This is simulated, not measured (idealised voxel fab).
process module | voxel capacitor over wiring
cross-section cut | 160 nm wide | cells 5 nm
A cross-section is a grid of square cells, given in bands from the top down. A band is one or more rows of cells.
Each band's line starts with the height of the band's top and of its bottom, in nm. Then come its materials from left to right, each with its width in nm. One material with "throughout" fills the band from edge to edge. "air" is empty space.
Height 0 is the level under which the wafer as received is all one material. The lowest band goes on downwards, as in "0 down".
A width such as "30 to 40" changes by the same amount from each row of cells to the next, from the band's top row to its bottom row.
"no change" after a step means that no cell of the cross-section changed.
closed voids: empty space of 8 cells or more with no open way to the top, each as width x height at its distance from the left edge, in nm
after a step's settings: what the simulator itself notes on the step
overlay nm, on a step with a mask: how far to the right of its planned place the mask lay; to the left if negative
plan
1 op RECEIVE | material Si
2 op CONFORMAL_DEP | material SiO2 | thk nm 15
3 op CONFORMAL_DEP | material SiCN | thk nm 5
4 op DIRECTIONAL_DEP | material lowk | thk nm 15
5 op PATTERN | tone open | mask id METAL_1 | material resist | width nm 30 | pitch nm 95 | thk nm 20 | overlay nm 0
6 op DIRECTIONAL_ETCH | etch materials lowk | depth nm 15
7 op DIRECTIONAL_ETCH | etch materials SiCN | depth nm 5
8 op STRIP | etch materials resist
9 op CONFORMAL_DEP | material TiN | thk nm 5
10 op FILL_DEP | material Ru | thk nm 10
11 op CMP | height nm 35
12 op CONFORMAL_DEP | material SiCN | thk nm 5
13 op DIRECTIONAL_DEP | material lowk | thk nm 10
14 op MASKED_ETCH | tone open | mask id PLUG_1 | width nm 15 | etch materials lowk | depth nm 10 | overlay nm 0
15 op MASKED_ETCH | tone open | mask id PLUG_1 | width nm 15 | etch materials SiCN | depth nm 5 | overlay nm 0
16 op EPI | material Ru | thk nm 10
17 op EPI | material Ru | thk nm 5
18 op DIRECTIONAL_DEP | material TiN | thk nm 5
19 op DIRECTIONAL_DEP | material Al2O3 | thk nm 5
20 op DIRECTIONAL_DEP | material TiN | thk nm 10
21 op MASKED_ETCH | tone cover | mask id UPPER_PLATE | width nm 70 | etch materials TiN | depth nm 10 | overlay nm 0
22 op MASKED_ETCH | tone cover | mask id UPPER_PLATE | width nm 70 | etch materials Al2O3 | depth nm 5 | overlay nm 0
23 op PATTERN | tone cover | mask id LOWER_PLATE | material resist | width nm 80 | thk nm 20 | overlay nm 0
24 op DIRECTIONAL_ETCH | etch materials TiN | depth nm 5
25 op STRIP | etch materials resist
26 op FILL_DEP | material SiO2 | thk nm 15
27 op CMP | height nm 80
28 op PATTERN | tone open | mask id PLUG_2 | material resist | width nm 15 | thk nm 15 | overlay nm 0
29 op DIRECTIONAL_ETCH | etch materials SiO2 | depth nm 10
30 op STRIP | etch materials resist
31 op CONFORMAL_DEP | material TiN | thk nm 5
32 op FILL_DEP | material Cu | thk nm 10
33 op CMP | height nm 80
34 op CONFORMAL_DEP | material SiN | thk nm 5
as received, after step 1
  0 down: Si throughout
  closed voids: none
first wafer at the end, as planned
  85 to 80: SiN throughout
  80 to 75: SiO2 40 | TiN 5 | Cu 5 | TiN 5 | SiO2 105
  75 to 70: SiO2 40 | TiN 15 | SiO2 105
  70 to 60: SiO2 30 | TiN 70 | SiO2 60
  60 to 55: SiO2 30 | Al2O3 70 | SiO2 60
  55 to 50: SiO2 25 | TiN 80 | SiO2 55
  50 to 40: lowk 30 | Ru 15 | lowk 115
  40 to 35: SiCN 30 | Ru 15 | SiCN 115
  35 to 20: lowk 15 | TiN 5 | Ru 20 | TiN 5 | lowk 65 | TiN 5 | Ru 20 | TiN 5 | lowk 20
  20 to 15: SiCN 15 | TiN 30 | SiCN 65 | TiN 30 | SiCN 20
  15 to 0: SiO2 throughout
  0 down: Si throughout
  closed voids: none
second wafer at the end: like start, like plan, one mistake
  85 to 80: SiN throughout
  80 to 75: SiO2 35 | TiN 5 | Cu 15 | TiN 5 | SiO2 100
  75 to 70: SiO2 35 | TiN 25 | SiO2 100
  70 to 60: SiO2 30 | TiN 70 | SiO2 60
  60 to 55: SiO2 30 | Al2O3 70 | SiO2 60
  55 to 50: SiO2 25 | TiN 80 | SiO2 55
  50 to 40: lowk 30 | Ru 15 | lowk 115
  40 to 35: SiCN 30 | Ru 15 | SiCN 115
  35 to 20: lowk 15 | TiN 5 | Ru 20 | TiN 5 | lowk 65 | TiN 5 | Ru 20 | TiN 5 | lowk 20
  20 to 15: SiCN 15 | TiN 30 | SiCN 65 | TiN 30 | SiCN 20
  15 to 0: SiO2 throughout
  0 down: Si throughout
  closed voids: none
what went wrong: step 28 ran as: op PATTERN | tone open | mask id PLUG_2 | material resist | width nm 25 | thk nm 15 | overlay nm 0
at the end the second wafer has, in cells: 2 more of Cu | 4 fewer of SiO2 | 2 more of TiN
